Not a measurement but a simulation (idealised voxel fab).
The following process module bears the name voxel capacitor over wiring.
In the cross-section labelled cut, the width is 185 nm and each square cell is 5 nm.
Reading order for cross-sections: top band down to bottom band. Underlying form: a grid of square cells. Band size: one or more rows of cells. What a band's entry tells you: where the top is and where the bottom is, as heights in nm, and after that what lies inside, material by material from left to right, each with its width in nm. Empty space is written as the word "empty", and a single material marked with the word "throughout" occupies the band from edge to edge. Heights are expressed relative to 0, this being the level below which the as-received wafer comprises one material exclusively. The lowest band is unbounded in the downward direction and is denoted as in "0 nm and below". Read "30->40" as a graded width: first number on top, second number at the bottom, same change between each pair of neighbouring rows. Key: "no change" - step with no changed cell in the cross-section. In "Closed void listing" the enclosed voids are listed, meaning empty spaces of 8 cells or larger without any opening to the top. The form is width x height at distance, distance from the left edge, units nm. Text after the settings on a step's line: the simulator's own remark on that step. Regarding "overlay nm": on a step with a mask, it is the distance the mask lay to the right of its planned place; a negative value places it to the left.
-- The process steps that were planned are listed below
1 RECEIVE: material Si
2 CONFORMAL_DEP: material SiO2, thk nm 15
3 CONFORMAL_DEP: material SiCN, thk nm 5
4 DIRECTIONAL_DEP: material lowk, thk nm 20
5 DIRECTIONAL_DEP: material aC, thk nm 15
6 PATTERN: tone open, mask id METAL_1, material resist, width nm 20, pitch nm 75, thk nm 35, overlay nm 0
7 DIRECTIONAL_ETCH: etch materials aC, depth nm 15
8 STRIP: etch materials resist
9 DIRECTIONAL_ETCH: etch materials lowk, depth nm 20
10 DIRECTIONAL_ETCH: etch materials SiCN, depth nm 5
11 STRIP: etch materials aC
12 CONFORMAL_DEP: material TiN, thk nm 5
13 FILL_DEP: material W, thk nm 5
14 CMP: height nm 40
15 CONFORMAL_DEP: material SiCN, thk nm 5
16 DIRECTIONAL_DEP: material SiO2, thk nm 15
17 PATTERN: tone open, mask id PLUG_1, material resist, width nm 15, thk nm 20, overlay nm 0
18 DIRECTIONAL_ETCH: etch materials SiO2, depth nm 15
19 DIRECTIONAL_ETCH: etch materials SiCN, depth nm 5
20 STRIP: etch materials resist
21 EPI: material Ru, thk nm 10
22 EPI: material Ru, thk nm 10
23 DIRECTIONAL_DEP: material TiN, thk nm 5
24 DIRECTIONAL_DEP: material Al2O3, thk nm 5
25 DIRECTIONAL_DEP: material TiN, thk nm 5
26 DIRECTIONAL_DEP: material aC, thk nm 15
27 PATTERN: tone cover, mask id UPPER_PLATE, material resist, width nm 60, thk nm 30, overlay nm 0
28 DIRECTIONAL_ETCH: etch materials aC, depth nm 15
29 STRIP: etch materials resist
30 DIRECTIONAL_ETCH: etch materials TiN, depth nm 5
31 DIRECTIONAL_ETCH: etch materials Al2O3, depth nm 5
32 STRIP: etch materials aC
33 PATTERN: tone cover, mask id LOWER_PLATE, material resist, width nm 70, thk nm 20, overlay nm 0
34 DIRECTIONAL_ETCH: etch materials TiN, depth nm 5
35 STRIP: etch materials resist
36 FILL_DEP: material SiO2, thk nm 15
37 CMP: height nm 85
38 MASKED_ETCH: tone open, mask id PLUG_2, width nm 15, etch materials SiO2, depth nm 10, overlay nm 0
39 CONFORMAL_DEP: material TiN, thk nm 5
40 FILL_DEP: material Ru, thk nm 5
41 CMP: height nm 85
42 CONFORMAL_DEP: material SiN, thk nm 5
-- What follows covers the first of two wafers; it ran as planned
-- Wafer cross-section on receipt, i.e. after step 1
    0 nm and below | Si throughout
    Closed void listing: none
-- So this is the wafer cross-section right after step 2
    15 nm to 0 nm | SiO2 throughout
    Beneath the level 0, the cross-section is identical to its previous state.
-- So this is the wafer cross-section right after step 3
    20 nm to 15 nm | SiCN throughout
    Beneath the level 15, the cross-section is identical to its previous state.
-- So this is the wafer cross-section right after step 4
    40 nm to 20 nm | lowk throughout
    Beneath the level 20, the cross-section is identical to its previous state.
-- So this is the wafer cross-section right after step 5
    55 nm to 40 nm | aC throughout
    Beneath the level 40, the cross-section is identical to its previous state.
-- So this is the wafer cross-section right after step 6
    90 nm to 55 nm | resist 45 nm / empty 20 nm / resist 55 nm / empty 20 nm / resist 45 nm
    Beneath the level 55, the cross-section is identical to its previous state.
-- So this is the wafer cross-section right after step 7
    75 nm to 55 nm | resist 45 nm / empty 20 nm / resist 55 nm / empty 20 nm / resist 45 nm
    55 nm to 40 nm | aC 45 nm / empty 20 nm / aC 55 nm / empty 20 nm / aC 45 nm
    Beneath the level 40, the cross-section is identical to its previous state.
-- So this is the wafer cross-section right after step 8
    55 nm to 40 nm | aC 45 nm / empty 20 nm / aC 55 nm / empty 20 nm / aC 45 nm
    Beneath the level 40, the cross-section is identical to its previous state.
-- So this is the wafer cross-section right after step 9
    55 nm to 40 nm | aC 45 nm / empty 20 nm / aC 55 nm / empty 20 nm / aC 45 nm
    40 nm to 20 nm | lowk 45 nm / empty 20 nm / lowk 55 nm / empty 20 nm / lowk 45 nm
    Beneath the level 20, the cross-section is identical to its previous state.
-- So this is the wafer cross-section right after step 10
    55 nm to 40 nm | aC 45 nm / empty 20 nm / aC 55 nm / empty 20 nm / aC 45 nm
    40 nm to 20 nm | lowk 45 nm / empty 20 nm / lowk 55 nm / empty 20 nm / lowk 45 nm
    20 nm to 15 nm | SiCN 45 nm / empty 20 nm / SiCN 55 nm / empty 20 nm / SiCN 45 nm
    Beneath the level 15, the cross-section is identical to its previous state.
-- So this is the wafer cross-section right after step 11
    40 nm to 20 nm | lowk 45 nm / empty 20 nm / lowk 55 nm / empty 20 nm / lowk 45 nm
    Beneath the level 20, the cross-section is identical to its previous state.
-- So this is the wafer cross-section right after step 12
    45 nm to 40 nm | TiN 50 nm / empty 10 nm / TiN 65 nm / empty 10 nm / TiN 50 nm
    40 nm to 20 nm | lowk 45 nm / TiN 5 nm / empty 10 nm / TiN 5 nm / lowk 55 nm / TiN 5 nm / empty 10 nm / TiN 5 nm / lowk 45 nm
    20 nm to 15 nm | SiCN 45 nm / TiN 20 nm / SiCN 55 nm / TiN 20 nm / SiCN 45 nm
    Beneath the level 15, the cross-section is identical to its previous state.
-- So this is the wafer cross-section right after step 13
    50 nm to 45 nm | W throughout
    45 nm to 40 nm | TiN 50 nm / W 10 nm / TiN 65 nm / W 10 nm / TiN 50 nm
    40 nm to 20 nm | lowk 45 nm / TiN 5 nm / W 10 nm / TiN 5 nm / lowk 55 nm / TiN 5 nm / W 10 nm / TiN 5 nm / lowk 45 nm
    Beneath the level 20, the cross-section is identical to its previous state.
-- So this is the wafer cross-section right after step 14
    40 nm to 20 nm | lowk 45 nm / TiN 5 nm / W 10 nm / TiN 5 nm / lowk 55 nm / TiN 5 nm / W 10 nm / TiN 5 nm / lowk 45 nm
    Beneath the level 20, the cross-section is identical to its previous state.
-- So this is the wafer cross-section right after step 15
    45 nm to 40 nm | SiCN throughout
    Beneath the level 40, the cross-section is identical to its previous state.
-- So this is the wafer cross-section right after step 16
    60 nm to 45 nm | SiO2 throughout
    Beneath the level 45, the cross-section is identical to its previous state.
-- So this is the wafer cross-section right after step 17
    80 nm to 60 nm | resist 50 nm / empty 15 nm / resist 120 nm
    Beneath the level 60, the cross-section is identical to its previous state.
-- So this is the wafer cross-section right after step 18
    80 nm to 60 nm | resist 50 nm / empty 15 nm / resist 120 nm
    60 nm to 45 nm | SiO2 50 nm / empty 15 nm / SiO2 120 nm
    Beneath the level 45, the cross-section is identical to its previous state.
-- So this is the wafer cross-section right after step 19
    80 nm to 60 nm | resist 50 nm / empty 15 nm / resist 120 nm
    60 nm to 45 nm | SiO2 50 nm / empty 15 nm / SiO2 120 nm
    45 nm to 40 nm | SiCN 50 nm / empty 15 nm / SiCN 120 nm
    Beneath the level 40, the cross-section is identical to its previous state.
-- So this is the wafer cross-section right after step 20
    60 nm to 45 nm | SiO2 50 nm / empty 15 nm / SiO2 120 nm
    Beneath the level 45, the cross-section is identical to its previous state.
-- So this is the wafer cross-section right after step 21
    60 nm to 50 nm | SiO2 50 nm / empty 15 nm / SiO2 120 nm
    50 nm to 45 nm | SiO2 50 nm / Ru 15 nm / SiO2 120 nm
    45 nm to 40 nm | SiCN 50 nm / Ru 15 nm / SiCN 120 nm
    Beneath the level 40, the cross-section is identical to its previous state.
-- So this is the wafer cross-section right after step 22
    60 nm to 45 nm | SiO2 50 nm / Ru 15 nm / SiO2 120 nm
    Beneath the level 45, the cross-section is identical to its previous state.
-- So this is the wafer cross-section right after step 23
    65 nm to 60 nm | TiN throughout
    Beneath the level 60, the cross-section is identical to its previous state.
-- So this is the wafer cross-section right after step 24
    70 nm to 65 nm | Al2O3 throughout
    Beneath the level 65, the cross-section is identical to its previous state.
-- So this is the wafer cross-section right after step 25
    75 nm to 70 nm | TiN throughout
    Beneath the level 70, the cross-section is identical to its previous state.
-- So this is the wafer cross-section right after step 26
    90 nm to 75 nm | aC throughout
    Beneath the level 75, the cross-section is identical to its previous state.
-- So this is the wafer cross-section right after step 27
    120 nm to 90 nm | empty 50 nm / resist 60 nm / empty 75 nm
    Beneath the level 90, the cross-section is identical to its previous state.
-- So this is the wafer cross-section right after step 28
    105 nm to 90 nm | empty 50 nm / resist 60 nm / empty 75 nm
    90 nm to 75 nm | empty 50 nm / aC 60 nm / empty 75 nm
    Beneath the level 75, the cross-section is identical to its previous state.
-- So this is the wafer cross-section right after step 29
    90 nm to 75 nm | empty 50 nm / aC 60 nm / empty 75 nm
    Beneath the level 75, the cross-section is identical to its previous state.
-- So this is the wafer cross-section right after step 30
    90 nm to 75 nm | empty 50 nm / aC 60 nm / empty 75 nm
    75 nm to 70 nm | empty 50 nm / TiN 60 nm / empty 75 nm
    Beneath the level 70, the cross-section is identical to its previous state.
-- So this is the wafer cross-section right after step 31
    90 nm to 75 nm | empty 50 nm / aC 60 nm / empty 75 nm
    75 nm to 70 nm | empty 50 nm / TiN 60 nm / empty 75 nm
    70 nm to 65 nm | empty 50 nm / Al2O3 60 nm / empty 75 nm
    Beneath the level 65, the cross-section is identical to its previous state.
-- So this is the wafer cross-section right after step 32
    75 nm to 70 nm | empty 50 nm / TiN 60 nm / empty 75 nm
    Beneath the level 70, the cross-section is identical to its previous state.
-- So this is the wafer cross-section right after step 33
    95 nm to 75 nm | empty 45 nm / resist 70 nm / empty 70 nm
    75 nm to 70 nm | empty 45 nm / resist 5 nm / TiN 60 nm / resist 5 nm / empty 70 nm
    70 nm to 65 nm | empty 45 nm / resist 5 nm / Al2O3 60 nm / resist 5 nm / empty 70 nm
    Beneath the level 65, the cross-section is identical to its previous state.
-- So this is the wafer cross-section right after step 34
    95 nm to 75 nm | empty 45 nm / resist 70 nm / empty 70 nm
    75 nm to 70 nm | empty 45 nm / resist 5 nm / TiN 60 nm / resist 5 nm / empty 70 nm
    70 nm to 65 nm | empty 45 nm / resist 5 nm / Al2O3 60 nm / resist 5 nm / empty 70 nm
    65 nm to 60 nm | empty 45 nm / TiN 70 nm / empty 70 nm
    Beneath the level 60, the cross-section is identical to its previous state.
-- So this is the wafer cross-section right after step 35
    75 nm to 70 nm | empty 50 nm / TiN 60 nm / empty 75 nm
    70 nm to 65 nm | empty 50 nm / Al2O3 60 nm / empty 75 nm
    Beneath the level 65, the cross-section is identical to its previous state.
-- So this is the wafer cross-section right after step 36
    90 nm to 75 nm | SiO2 throughout
    75 nm to 70 nm | SiO2 50 nm / TiN 60 nm / SiO2 75 nm
    70 nm to 65 nm | SiO2 50 nm / Al2O3 60 nm / SiO2 75 nm
    65 nm to 60 nm | SiO2 45 nm / TiN 70 nm / SiO2 70 nm
    Beneath the level 60, the cross-section is identical to its previous state.
-- So this is the wafer cross-section right after step 37
    85 nm to 75 nm | SiO2 throughout
    Beneath the level 75, the cross-section is identical to its previous state.
-- So this is the wafer cross-section right after step 38
    85 nm to 75 nm | SiO2 60 nm / empty 15 nm / SiO2 110 nm
    Beneath the level 75, the cross-section is identical to its previous state.
-- So this is the wafer cross-section right after step 39
    90 nm to 85 nm | TiN 65 nm / empty 5 nm / TiN 115 nm
    85 nm to 80 nm | SiO2 60 nm / TiN 5 nm / empty 5 nm / TiN 5 nm / SiO2 110 nm
    80 nm to 70 nm | SiO2 60->50 nm / TiN 15->60 nm / SiO2 110->75 nm
    Beneath the level 70, the cross-section is identical to its previous state.
-- So this is the wafer cross-section right after step 40
    95 nm to 90 nm | Ru throughout
    90 nm to 85 nm | TiN 65 nm / Ru 5 nm / TiN 115 nm
    85 nm to 80 nm | SiO2 60 nm / TiN 5 nm / Ru 5 nm / TiN 5 nm / SiO2 110 nm
    Beneath the level 80, the cross-section is identical to its previous state.
-- So this is the wafer cross-section right after step 41
    85 nm to 80 nm | SiO2 60 nm / TiN 5 nm / Ru 5 nm / TiN 5 nm / SiO2 110 nm
    Beneath the level 80, the cross-section is identical to its previous state.
-- So this is the wafer cross-section right after step 42
    90 nm to 85 nm | SiN throughout
    Beneath the level 85, the cross-section is identical to its previous state.
-- The second wafer began exactly as the first did and followed the same plan, but one mistake was made while running it; through step 14 inclusive, the two wafers are identical
-- Cross-sectional representation of the second wafer at the time designated in the plan for the completion of step 15
    45 nm to 40 nm | SiN throughout
    Beneath the level 40, the cross-section is identical to its previous state.
-- Cross-sectional representation of the second wafer at the time designated in the plan for the completion of step 16
    60 nm to 45 nm | SiO2 throughout
    Beneath the level 45, the cross-section is identical to its previous state.
-- Cross-sectional representation of the second wafer at the time designated in the plan for the completion of step 17
    80 nm to 60 nm | resist 50 nm / empty 15 nm / resist 120 nm
    Beneath the level 60, the cross-section is identical to its previous state.
-- Cross-sectional representation of the second wafer at the time designated in the plan for the completion of step 18
    80 nm to 60 nm | resist 50 nm / empty 15 nm / resist 120 nm
    60 nm to 45 nm | SiO2 50 nm / empty 15 nm / SiO2 120 nm
    Beneath the level 45, the cross-section is identical to its previous state.
Cross-sectional representation of the second wafer at the time designated in the plan for the completion of step 19: no change
-- Cross-sectional representation of the second wafer at the time designated in the plan for the completion of step 20
    60 nm to 45 nm | SiO2 50 nm / empty 15 nm / SiO2 120 nm
    Beneath the level 45, the cross-section is identical to its previous state.
Cross-sectional representation of the second wafer at the time designated in the plan for the completion of step 21: no change
Cross-sectional representation of the second wafer at the time designated in the plan for the completion of step 22: no change
-- Cross-sectional representation of the second wafer at the time designated in the plan for the completion of step 23
    65 nm to 60 nm | TiN 50 nm / empty 15 nm / TiN 120 nm
    60 nm to 50 nm | SiO2 50 nm / empty 15 nm / SiO2 120 nm
    50 nm to 45 nm | SiO2 50 nm / TiN 15 nm / SiO2 120 nm
    Beneath the level 45, the cross-section is identical to its previous state.
-- Cross-sectional representation of the second wafer at the time designated in the plan for the completion of step 24
    70 nm to 65 nm | Al2O3 50 nm / empty 15 nm / Al2O3 120 nm
    65 nm to 60 nm | TiN 50 nm / empty 15 nm / TiN 120 nm
    60 nm to 55 nm | SiO2 50 nm / empty 15 nm / SiO2 120 nm
    55 nm to 50 nm | SiO2 50 nm / Al2O3 15 nm / SiO2 120 nm
    Beneath the level 50, the cross-section is identical to its previous state.
-- Cross-sectional representation of the second wafer at the time designated in the plan for the completion of step 25
    75 nm to 70 nm | TiN 50 nm / empty 15 nm / TiN 120 nm
    70 nm to 65 nm | Al2O3 50 nm / empty 15 nm / Al2O3 120 nm
    65 nm to 60 nm | TiN 50 nm / empty 15 nm / TiN 120 nm
    60 nm to 55 nm | SiO2 50 nm / TiN 15 nm / SiO2 120 nm
    Beneath the level 55, the cross-section is identical to its previous state.
-- Cross-sectional representation of the second wafer at the time designated in the plan for the completion of step 26
    90 nm to 75 nm | aC 50 nm / empty 15 nm / aC 120 nm
    75 nm to 70 nm | TiN 50 nm / aC 15 nm / TiN 120 nm
    70 nm to 65 nm | Al2O3 50 nm / aC 15 nm / Al2O3 120 nm
    65 nm to 60 nm | TiN 50 nm / aC 15 nm / TiN 120 nm
    Beneath the level 60, the cross-section is identical to its previous state.
-- Cross-sectional representation of the second wafer at the time designated in the plan for the completion of step 27
    120 nm to 90 nm | empty 50 nm / resist 60 nm / empty 75 nm
    90 nm to 75 nm | aC 50 nm / resist 15 nm / aC 120 nm
    Beneath the level 75, the cross-section is identical to its previous state.
-- Cross-sectional representation of the second wafer at the time designated in the plan for the completion of step 28
    105 nm to 90 nm | empty 50 nm / resist 60 nm / empty 75 nm
    90 nm to 75 nm | empty 50 nm / resist 15 nm / aC 45 nm / empty 75 nm
    Beneath the level 75, the cross-section is identical to its previous state.
-- Cross-sectional representation of the second wafer at the time designated in the plan for the completion of step 29
    90 nm to 75 nm | empty 65 nm / aC 45 nm / empty 75 nm
    Beneath the level 75, the cross-section is identical to its previous state.
-- Cross-sectional representation of the second wafer at the time designated in the plan for the completion of step 30
    90 nm to 75 nm | empty 65 nm / aC 45 nm / empty 75 nm
    75 nm to 70 nm | empty 50 nm / aC 15 nm / TiN 45 nm / empty 75 nm
    Beneath the level 70, the cross-section is identical to its previous state.
-- Cross-sectional representation of the second wafer at the time designated in the plan for the completion of step 31
    90 nm to 75 nm | empty 65 nm / aC 45 nm / empty 75 nm
    75 nm to 70 nm | empty 50 nm / aC 15 nm / TiN 45 nm / empty 75 nm
    70 nm to 65 nm | empty 50 nm / aC 15 nm / Al2O3 45 nm / empty 75 nm
    Beneath the level 65, the cross-section is identical to its previous state.
-- Cross-sectional representation of the second wafer at the time designated in the plan for the completion of step 32
    75 nm to 70 nm | empty 65 nm / TiN 45 nm / empty 75 nm
    70 nm to 65 nm | empty 65 nm / Al2O3 45 nm / empty 75 nm
    65 nm to 60 nm | TiN 50 nm / empty 15 nm / TiN 120 nm
    Beneath the level 60, the cross-section is identical to its previous state.
-- Cross-sectional representation of the second wafer at the time designated in the plan for the completion of step 33
    95 nm to 75 nm | empty 45 nm / resist 70 nm / empty 70 nm
    75 nm to 70 nm | empty 45 nm / resist 20 nm / TiN 45 nm / resist 5 nm / empty 70 nm
    70 nm to 65 nm | empty 45 nm / resist 20 nm / Al2O3 45 nm / resist 5 nm / empty 70 nm
    65 nm to 60 nm | TiN 50 nm / resist 15 nm / TiN 120 nm
    Beneath the level 60, the cross-section is identical to its previous state.
-- Cross-sectional representation of the second wafer at the time designated in the plan for the completion of step 34
    95 nm to 75 nm | empty 45 nm / resist 70 nm / empty 70 nm
    75 nm to 70 nm | empty 45 nm / resist 20 nm / TiN 45 nm / resist 5 nm / empty 70 nm
    70 nm to 65 nm | empty 45 nm / resist 20 nm / Al2O3 45 nm / resist 5 nm / empty 70 nm
    65 nm to 60 nm | empty 45 nm / TiN 5 nm / resist 15 nm / TiN 50 nm / empty 70 nm
    Beneath the level 60, the cross-section is identical to its previous state.
-- Cross-sectional representation of the second wafer at the time designated in the plan for the completion of step 35
    75 nm to 70 nm | empty 65 nm / TiN 45 nm / empty 75 nm
    70 nm to 65 nm | empty 65 nm / Al2O3 45 nm / empty 75 nm
    65 nm to 60 nm | empty 45 nm / TiN 5 nm / empty 15 nm / TiN 50 nm / empty 70 nm
    Beneath the level 60, the cross-section is identical to its previous state.
-- Cross-sectional representation of the second wafer at the time designated in the plan for the completion of step 36
    90 nm to 75 nm | SiO2 throughout
    75 nm to 70 nm | SiO2 65 nm / TiN 45 nm / SiO2 75 nm
    70 nm to 65 nm | SiO2 65 nm / Al2O3 45 nm / SiO2 75 nm
    65 nm to 60 nm | SiO2 45 nm / TiN 5 nm / SiO2 15 nm / TiN 50 nm / SiO2 70 nm
    Beneath the level 60, the cross-section is identical to its previous state.
-- Cross-sectional representation of the second wafer at the time designated in the plan for the completion of step 37
    85 nm to 75 nm | SiO2 throughout
    Beneath the level 75, the cross-section is identical to its previous state.
-- Cross-sectional representation of the second wafer at the time designated in the plan for the completion of step 38
    85 nm to 75 nm | SiO2 60 nm / empty 15 nm / SiO2 110 nm
    Beneath the level 75, the cross-section is identical to its previous state.
-- Cross-sectional representation of the second wafer at the time designated in the plan for the completion of step 39
    90 nm to 85 nm | TiN 65 nm / empty 5 nm / TiN 115 nm
    85 nm to 80 nm | SiO2 60 nm / TiN 5 nm / empty 5 nm / TiN 5 nm / SiO2 110 nm
    80 nm to 70 nm | SiO2 60->65 nm / TiN 15->45 nm / SiO2 110->75 nm
    Beneath the level 70, the cross-section is identical to its previous state.
-- Cross-sectional representation of the second wafer at the time designated in the plan for the completion of step 40
    95 nm to 90 nm | Ru throughout
    90 nm to 85 nm | TiN 65 nm / Ru 5 nm / TiN 115 nm
    85 nm to 80 nm | SiO2 60 nm / TiN 5 nm / Ru 5 nm / TiN 5 nm / SiO2 110 nm
    Beneath the level 80, the cross-section is identical to its previous state.
-- Cross-sectional representation of the second wafer at the time designated in the plan for the completion of step 41
    85 nm to 80 nm | SiO2 60 nm / TiN 5 nm / Ru 5 nm / TiN 5 nm / SiO2 110 nm
    Beneath the level 80, the cross-section is identical to its previous state.
-- Cross-sectional representation of the second wafer at the time designated in the plan for the completion of step 42
    90 nm to 85 nm | SiN throughout
    Beneath the level 85, the cross-section is identical to its previous state.
Nonconformance to the process plan: in deviation from the planned setting, step 15 was conducted as CONFORMAL_DEP: material SiN, thk nm 5
The final cell counts differ between the wafers, with the second having more or fewer of some materials than the first: -12 Ru, -34 SiCN, +37 SiN, +9 SiO2
